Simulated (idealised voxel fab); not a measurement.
You're looking at the process module voxel transistor to metal.
The width of the displayed cross-section, cut, is 285 nm; its cells are square, with a size of 5 nm.
In this document a cross-section is written as a grid of square cells. It is given as a series of bands, listed from the top down, and a band is one or more rows of cells.
First you get the band's top height and its bottom height, in nm, and then the materials it's made of, left to right, with each width in nm. If you see a single material with "full width", that one covers the band edge to edge. "empty" is empty space.
Where do heights start? At 0: under that level the wafer as delivered is made of one material only. And the lowest band has no floor; it just carries on downward, as in "from 0 down".
It should be noted that a width expressed as "30->40" varies in equal increments from row to row of cells within the band, taking the value of the first number at the top row and that of the second number at the bottom row.
"remained the same", as given for a step, is the statement that not any cell of the cross-section underwent a change during that step.
"Closed void table" - sealed voids, min. 8 cells, no opening to top; format: width x height at distance (distance from left edge; nm throughout).
That trailing text on a step's line, after the settings, is the simulator's own remark on the step.
For masked steps, "overlay nm" on the step line gives how far right of plan the mask actually lay; a minus sign means it lay to the left.
Process steps - plan
| 1 | RECEIVE | material Si |
| 2 | OXIDIZE | depth nm 5 |
| 3 | CONFORMAL_DEP | material SiN | thk nm 10 |
| 4 | PATTERN | tone cover | mask id ACTIVE | material resist | width nm 100 | pitch nm 125 | thk nm 20 | overlay nm 0 |
| 5 | DIRECTIONAL_ETCH | etch materials SiN | depth nm 10 |
| 6 | DIRECTIONAL_ETCH | etch materials SiO2 | depth nm 5 |
| 7 | DIRECTIONAL_ETCH | etch materials Si | depth nm 25 |
| 8 | STRIP | etch materials resist |
| 9 | FILL_DEP | material SiO2 | thk nm 10 |
| 10 | CMP | height nm 10 |
| 11 | SELECTIVE_ETCH | etch materials SiO2 | depth nm 5 |
| 12 | STRIP | etch materials SiN |
| 13 | SELECTIVE_ETCH | etch materials SiO2 | depth nm 5 |
| 14 | OXIDIZE | depth nm 5 |
| 15 | DIRECTIONAL_DEP | material polySi | thk nm 25 |
| 16 | DIRECTIONAL_DEP | material SiCN | thk nm 10 |
| 17 | DIRECTIONAL_DEP | material aC | thk nm 10 |
| 18 | PATTERN | tone cover | mask id GATE | material resist | width nm 20 | pitch nm 125 | thk nm 30 | overlay nm 0 |
| 19 | DIRECTIONAL_ETCH | etch materials aC | depth nm 10 |
| 20 | STRIP | etch materials resist |
| 21 | DIRECTIONAL_ETCH | etch materials SiCN | depth nm 20 |
| 22 | DIRECTIONAL_ETCH | etch materials polySi | depth nm 35 |
| 23 | STRIP | etch materials aC |
| 24 | CONFORMAL_DEP | material SiN | thk nm 10 |
| 25 | DIRECTIONAL_ETCH | etch materials SiN | depth nm 10 |
| 26 | DIRECTIONAL_ETCH | etch materials SiO2 | depth nm 5 |
| 27 | EPI | material SiGe | thk nm 5 |
| 28 | FILL_DEP | material SiO2 | thk nm 10 |
| 29 | CMP | height nm 30 |
| 30 | DIRECTIONAL_DEP | material SiO2 | thk nm 15 |
| 31 | MASKED_ETCH | tone open | mask id CONTACT | width nm 30 | etch materials SiO2 | depth nm 50 | overlay nm 0 |
| 32 | CONFORMAL_DEP | material TiN | thk nm 5 |
| 33 | FILL_DEP | material W | thk nm 10 |
| 34 | CMP | height nm 45 |
| 35 | CONFORMAL_DEP | material SiCN | thk nm 5 |
| 36 | DIRECTIONAL_DEP | material lowk | thk nm 25 |
| 37 | MASKED_ETCH | tone open | mask id METAL_1 | width nm 15 | etch materials lowk | depth nm 25 | overlay nm 0 |
| 38 | MASKED_ETCH | tone open | mask id METAL_1 | width nm 15 | etch materials SiCN | depth nm 5 | overlay nm 0 |
| 39 | CONFORMAL_DEP | material TiN | thk nm 5 |
| 40 | FILL_DEP | material Ru | thk nm 10 |
| 41 | CMP | height nm 75 |
| 42 | EPI | material Ru | thk nm 5 |
| 43 | FILL_DEP | material SiCN | thk nm 5 |
Cross-section of the wafer upon arrival, representing the state reached after step 1
	from 0 down = Si full width
	Closed void table: none
Cross-sectional image of the first of two wafers at the end of the module, the run having proceeded as planned
	from 85 to 80 = SiCN full width
	from 80 to 75 = 30 of SiCN / 25 of Ru / 50 of SiCN / 25 of Ru / 25 of SiCN / 25 of Ru / 50 of SiCN / 25 of Ru / 30 of SiCN
	from 75 to 50 = 35 of lowk / 5 of TiN / 5 of Ru / 5 of TiN / 60 of lowk / 5 of TiN / 5 of Ru / 5 of TiN / 35 of lowk / 5 of TiN / 5 of Ru / 5 of TiN / 60 of lowk / 5 of TiN / 5 of Ru / 5 of TiN / 35 of lowk
	from 50 to 45 = 35 of SiCN / 15 of TiN / 60 of SiCN / 15 of TiN / 35 of SiCN / 15 of TiN / 60 of SiCN / 15 of TiN / 35 of SiCN
	from 45 to 35 = 35 of SiO2 / 5 of TiN / 20 of W / 5 of TiN / 30 of SiO2 / 5 of TiN / 20 of W / 5 of TiN / 35 of SiO2 / 5 of TiN / 20 of W / 5 of TiN / 30 of SiO2 / 5 of TiN / 20 of W / 5 of TiN / 35 of SiO2
	from 35 to 30 = 35 of SiO2 / 5 of TiN / 15 of W / 10 of TiN / 30 of SiO2 / 10 of TiN / 15 of W / 5 of TiN / 35 of SiO2 / 5 of TiN / 15 of W / 10 of TiN / 30 of SiO2 / 10 of TiN / 15 of W / 5 of TiN / 35 of SiO2
	from 30 to 20 = 35 of SiO2 / 5 of TiN / 15 of W / 5 of TiN / 10 of SiN / 20 of SiCN / 10 of SiN / 5 of TiN / 15 of W / 5 of TiN / 35 of SiO2 / 5 of TiN / 15 of W / 5 of TiN / 10 of SiN / 20 of SiCN / 10 of SiN / 5 of TiN / 15 of W / 5 of TiN / 35 of SiO2
	from 20 to 0 = 35 of SiO2 / 5 of TiN / 15 of W / 5 of TiN / 10 of SiN / 20 of polySi / 10 of SiN / 5 of TiN / 15 of W / 5 of TiN / 35 of SiO2 / 5 of TiN / 15 of W / 5 of TiN / 10 of SiN / 20 of polySi / 10 of SiN / 5 of TiN / 15 of W / 5 of TiN / 35 of SiO2
	from 0 to -5 = 25 of SiO2 / 10 of SiN / 25 of TiN / 10 of SiN / 20 of polySi / 10 of SiN / 25 of TiN / 10 of SiN / 15 of SiO2 / 10 of SiN / 25 of TiN / 10 of SiN / 20 of polySi / 10 of SiN / 25 of TiN / 10 of SiN / 25 of SiO2
	from -5 to -10 = 35 of SiO2 / 25 of SiGe / 40 of SiO2 / 25 of SiGe / 35 of SiO2 / 25 of SiGe / 40 of SiO2 / 25 of SiGe / 35 of SiO2
	from -10 to -30 = 30 of SiO2 / 100 of Si / 25 of SiO2 / 100 of Si / 30 of SiO2
	from -30 down = Si full width
	Closed void table: none
What the second wafer looks like in cross-section once the module is done. Its start and its plan matched the first wafer's exactly; what differed was one mistake in how it was run
	from 85 to 80 = SiCN full width
	from 80 to 75 = 30 of SiCN / 25 of Ru / 50 of SiCN / 25 of Ru / 25 of SiCN / 25 of Ru / 50 of SiCN / 25 of Ru / 30 of SiCN
	from 75 to 50 = 35 of lowk / 5 of TiN / 5 of Ru / 5 of TiN / 60 of lowk / 5 of TiN / 5 of Ru / 5 of TiN / 35 of lowk / 5 of TiN / 5 of Ru / 5 of TiN / 60 of lowk / 5 of TiN / 5 of Ru / 5 of TiN / 35 of lowk
	from 50 to 45 = 35 of SiCN / 15 of TiN / 60 of SiCN / 15 of TiN / 35 of SiCN / 15 of TiN / 60 of SiCN / 15 of TiN / 35 of SiCN
	from 45 to 35 = 35 of SiO2 / 5 of TiN / 20 of W / 5 of TiN / 30 of SiO2 / 5 of TiN / 20 of W / 5 of TiN / 35 of SiO2 / 5 of TiN / 20 of W / 5 of TiN / 30 of SiO2 / 5 of TiN / 20 of W / 5 of TiN / 35 of SiO2
	from 35 to 30 = 35 of SiO2 / 5 of TiN / 15 of W / 10 of TiN / 30 of SiO2 / 10 of TiN / 15 of W / 5 of TiN / 35 of SiO2 / 5 of TiN / 15 of W / 10 of TiN / 30 of SiO2 / 10 of TiN / 15 of W / 5 of TiN / 35 of SiO2
	from 30 to 20 = 35 of SiO2 / 5 of TiN / 15 of W / 5 of TiN / 10 of SiN / 20 of SiCN / 10 of SiN / 5 of TiN / 15 of W / 5 of TiN / 35 of SiO2 / 5 of TiN / 15 of W / 5 of TiN / 10 of SiN / 20 of SiCN / 10 of SiN / 5 of TiN / 15 of W / 5 of TiN / 35 of SiO2
	from 20 to 15 = 35 of SiO2 / 5 of TiN / 15 of W / 5 of TiN / 10 of SiN / 20 of polySi / 10 of SiN / 5 of TiN / 15 of W / 5 of TiN / 35 of SiO2 / 5 of TiN / 15 of W / 5 of TiN / 10 of SiN / 20 of polySi / 10 of SiN / 5 of TiN / 15 of W / 5 of TiN / 35 of SiO2
	from 15 to 10 = 35 of SiO2 / 25 of TiN / 10 of SiN / 20 of polySi / 10 of SiN / 25 of TiN / 35 of SiO2 / 25 of TiN / 10 of SiN / 20 of polySi / 10 of SiN / 25 of TiN / 35 of SiO2
	from 10 to 0 = 60 of SiO2 / 10 of SiN / 20 of polySi / 10 of SiN / 85 of SiO2 / 10 of SiN / 20 of polySi / 10 of SiN / 60 of SiO2
	from 0 to -5 = 25 of SiO2 / 10 of SiN / 25 of SiO2 / 10 of SiN / 20 of polySi / 10 of SiN / 25 of SiO2 / 10 of SiN / 15 of SiO2 / 10 of SiN / 25 of SiO2 / 10 of SiN / 20 of polySi / 10 of SiN / 25 of SiO2 / 10 of SiN / 25 of SiO2
	from -5 to -10 = 35 of SiO2 / 25 of SiGe / 40 of SiO2 / 25 of SiGe / 35 of SiO2 / 25 of SiGe / 40 of SiO2 / 25 of SiGe / 35 of SiO2
	from -10 to -30 = 30 of SiO2 / 100 of Si / 25 of SiO2 / 100 of Si / 30 of SiO2
	from -30 down = Si full width
	Closed void table: none
what went wrong: step 30 of the plan saw execution twice
Final wafer comparison in cells, second versus first, more or fewer per material: 60 more of SiO2, 24 fewer of TiN, 36 fewer of W
